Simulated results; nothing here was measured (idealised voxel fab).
Name of the process module below: voxel gate over fins
Square cell edge 5 nm, section width 220 nm, ID cut.
Cross-sections here: square-cell grids, written as top-down lists of bands, a band being one or more rows of cells.
In this notation a band is specified by the heights of its top and bottom, in that order and in nm, after which its materials appear from left to right, each paired with its width in nm. The word "full width" attached to a single material means that material fills the band from edge to edge; the word "blank" stands for empty space.
The reference from which all heights are counted is 0, the level beneath which the as-received wafer is entirely one material; the lowest band, having no lower bound, proceeds downward and is written after the example "0 and below".
Read "30->40" as a graded width: first number on top, second number at the bottom, same change between each pair of neighbouring rows.
For the purposes of this document, the phrase "nothing was modified" attached to a step denotes that no cell within the cross-section was modified by that step.
Reported under the label "Closed void table" are the empty spaces having no open way to the top and comprising 8 cells or more; the notation for each is width x height at distance, in which the distance is measured from the left edge and all three values are in nm.
Heads up: the bit after the settings on a step's line is the simulator's remark on that step.
If you see "overlay nm" on a step's line and that step has a mask, it's telling you how far right of where it was planned the mask ended up; a negative number means it went left instead.

[Steps in the process plan]
- 1: RECEIVE with material Si
- 2: CONFORMAL_DEP with material SiN, thk nm 10
- 3: PATTERN with tone cover, mask id FINS, material resist, width nm 15, pitch nm 55, thk nm 15, overlay nm 0
- 4: DIRECTIONAL_ETCH with etch materials SiN, depth nm 10
- 5: DIRECTIONAL_ETCH with etch materials Si, depth nm 30
- 6: STRIP with etch materials resist
- 7: FILL_DEP with material SiO2, thk nm 5
- 8: CMP with height nm 10
- 9: PATTERN with tone open, mask id RAIL, material resist, width nm 15, thk nm 20, overlay nm 0
- 10: DIRECTIONAL_ETCH with etch materials SiO2, depth nm 35
- 11: STRIP with etch materials resist
- 12: CONFORMAL_DEP with material TiN, thk nm 5
- 13: FILL_DEP with material W, thk nm 5
- 14: CMP with height nm 10
- 15: SELECTIVE_ETCH with etch materials W Ru TiN, depth nm 30
- 16: FILL_DEP with material SiO2, thk nm 5
- 17: CMP with height nm 10
- 18: SELECTIVE_ETCH with etch materials SiO2, depth nm 20
- 19: STRIP with etch materials SiN
- 20: CONFORMAL_DEP with material HfO2, thk nm 5
- 21: CONFORMAL_DEP with material TiN, thk nm 5
- 22: FILL_DEP with material W, thk nm 15
- 23: CMP with height nm 20
- 24: CONFORMAL_DEP with material SiCN, thk nm 10

[Incoming wafer, cross-sectional view, post step 1]
0 and below | Si full width
Closed void table: none

[Wafer cross-section at module end: first of two, run to plan]
30 down to 20 | SiCN full width
20 down to 10 | W full width
10 down to 5 | 35 of W; 35 of TiN; 20 of W; 35 of TiN; 20 of W; 35 of TiN; 40 of W
5 down to 0 | 35 of W; 5 of TiN; 25 of HfO2; 5 of TiN; 20 of W; 5 of TiN; 25 of HfO2; 5 of TiN; 20 of W; 5 of TiN; 25 of HfO2; 5 of TiN; 40 of W
0 down to -5 | 40 of TiN; 5 of HfO2; 15 of Si; 5 of HfO2; 30 of TiN; 5 of HfO2; 15 of Si; 5 of HfO2; 30 of TiN; 5 of HfO2; 15 of Si; 5 of HfO2; 45 of TiN
-5 down to -10 | 45 of HfO2; 15 of Si; 40 of HfO2; 15 of Si; 40 of HfO2; 15 of Si; 50 of HfO2
-10 down to -20 | 45 of SiO2; 15 of Si; 40 of SiO2; 15 of Si; 40 of SiO2; 15 of Si; 50 of SiO2
-20 down to -25 | 45 of SiO2; 15 of Si; 10 of SiO2; 15 of TiN; 15 of SiO2; 15 of Si; 40 of SiO2; 15 of Si; 50 of SiO2
-25 down to -30 | 45 of SiO2; 15 of Si; 40 of SiO2; 15 of Si; 40 of SiO2; 15 of Si; 50 of SiO2
-30 and below | Si full width
Closed void table: none

[Cross-section of the latter of the two wafers at module completion. It had an identical start and an identical plan to the former; in running it, one mistake was made]
30 down to 20 | SiCN full width
20 down to 10 | W full width
10 down to 5 | 25 of W; 35 of TiN; 20 of W; 35 of TiN; 20 of W; 35 of TiN; 50 of W
5 down to 0 | 25 of W; 5 of TiN; 25 of HfO2; 5 of TiN; 20 of W; 5 of TiN; 25 of HfO2; 5 of TiN; 20 of W; 5 of TiN; 25 of HfO2; 5 of TiN; 50 of W
0 down to -5 | 30 of TiN; 5 of HfO2; 15 of Si; 5 of HfO2; 30 of TiN; 5 of HfO2; 15 of Si; 5 of HfO2; 30 of TiN; 5 of HfO2; 15 of Si; 5 of HfO2; 55 of TiN
-5 down to -10 | 35 of HfO2; 15 of Si; 40 of HfO2; 15 of Si; 40 of HfO2; 15 of Si; 60 of HfO2
-10 down to -20 | 35 of SiO2; 15 of Si; 40 of SiO2; 15 of Si; 40 of SiO2; 15 of Si; 60 of SiO2
-20 down to -25 | 35 of SiO2; 15 of Si; 20 of SiO2; 15 of TiN; 5 of SiO2; 15 of Si; 40 of SiO2; 15 of Si; 60 of SiO2
-25 down to -30 | 35 of SiO2; 15 of Si; 40 of SiO2; 15 of Si; 40 of SiO2; 15 of Si; 60 of SiO2
-30 and below | Si full width
Closed void table: none
Deviation noted in wafer processing: in deviation from the planned setting, step 3 was conducted as PATTERN with tone cover, mask id FINS, material resist, width nm 15, pitch nm 55, thk nm 15, overlay nm -10
Tallied in cells, the final second wafer holds each material in the same quantity as the first, although not at the same places.
